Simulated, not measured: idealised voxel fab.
The process module that follows is named voxel released beams.
The width of the displayed cross-section, cut, is 170 nm; its cells are square, with a size of 5 nm.
For the purposes of this document, a cross-section shall be understood as a grid of square cells, specified as bands listed in top-to-bottom order, each band consisting of one or more rows of cells. Each band's line starts with the height of the band's top and of its bottom, in nm. Then come its materials from left to right, each with its width in nm. One material with "throughout" fills the band from edge to edge. "blank" is empty space. We count height from 0. Below that, the starting wafer is all one material. The lowest band never ends at the bottom but goes on down; see "z 0 and below" for how that is written. Per-row width for "30..40": begins at first number (top row of band), ends at second number (bottom row), increment between rows held constant. When a step is marked "no alteration", none of the cells in the cross-section changed during that step. The entry "Sealed void inventory" lists the empty spaces that cover at least 8 cells and have no open path to the top. Each is written as width x height at distance, where the distance is measured from the left edge and all three values are in nm. Formally, on a step line, whatever follows the settings is a remark that the simulator itself makes on the step. If you see "overlay nm" on a step's line and that step has a mask, it's telling you how far right of where it was planned the mask ended up; a negative number means it went left instead.

[Here's what the planned process steps look like]
1) RECEIVE, material Si
2) CONFORMAL_DEP, material SiN, thk nm 5
3) DIRECTIONAL_DEP, material SiO2, thk nm 20
4) DIRECTIONAL_DEP, material aC, thk nm 15
5) PATTERN, tone open, mask id ANCHOR, material resist, width nm 45, thk nm 30, overlay nm 0
6) DIRECTIONAL_ETCH, etch materials aC, depth nm 15
7) STRIP, etch materials resist
8) DIRECTIONAL_ETCH, etch materials SiO2, depth nm 20
9) STRIP, etch materials aC
10) CONFORMAL_DEP, material polySi, thk nm 15
11) DIRECTIONAL_DEP, material aC, thk nm 10
12) PATTERN, tone cover, mask id BEAM, material resist, width nm 90, thk nm 25, overlay nm 0
13) DIRECTIONAL_ETCH, etch materials aC, depth nm 10
14) STRIP, etch materials resist
15) DIRECTIONAL_ETCH, etch materials polySi, depth nm 15
16) STRIP, etch materials aC
17) STRIP, etch materials SiO2

[Wafer cross-section on receipt, i.e. after step 1]
z 0 and below: Si throughout
Sealed void inventory: none

[The first of the two wafers as seen in cross-section once the module was finished; processing followed the plan]
z 40 to 25: blank=35; polySi=20; blank=15; polySi=55; blank=45
z 25 to 20: blank=40; polySi=15; blank=15; polySi=15; blank=85
z 20 to 5: blank=40; polySi=45; blank=85
z 5 to 0: SiN throughout
z 0 and below: Si throughout
Sealed void inventory: none

[Cross-sectional view: second of two wafers, end of module; start and plan identical to the first, one mistake in running]
z 40 to 25: blank=35; polySi=15; blank=15; polySi=60; blank=45
z 25 to 20: blank=35; polySi=15; blank=15; polySi=15; blank=90
z 20 to 5: blank=35; polySi=45; blank=90
z 5 to 0: SiN throughout
z 0 and below: Si throughout
Sealed void inventory: none
Processing error: for step 5, the planned setting was not used; the step was instead run as PATTERN, tone open, mask id ANCHOR, material resist, width nm 45, thk nm 30, overlay nm -5
Both wafers, final: cells per material equal; arrangement not.
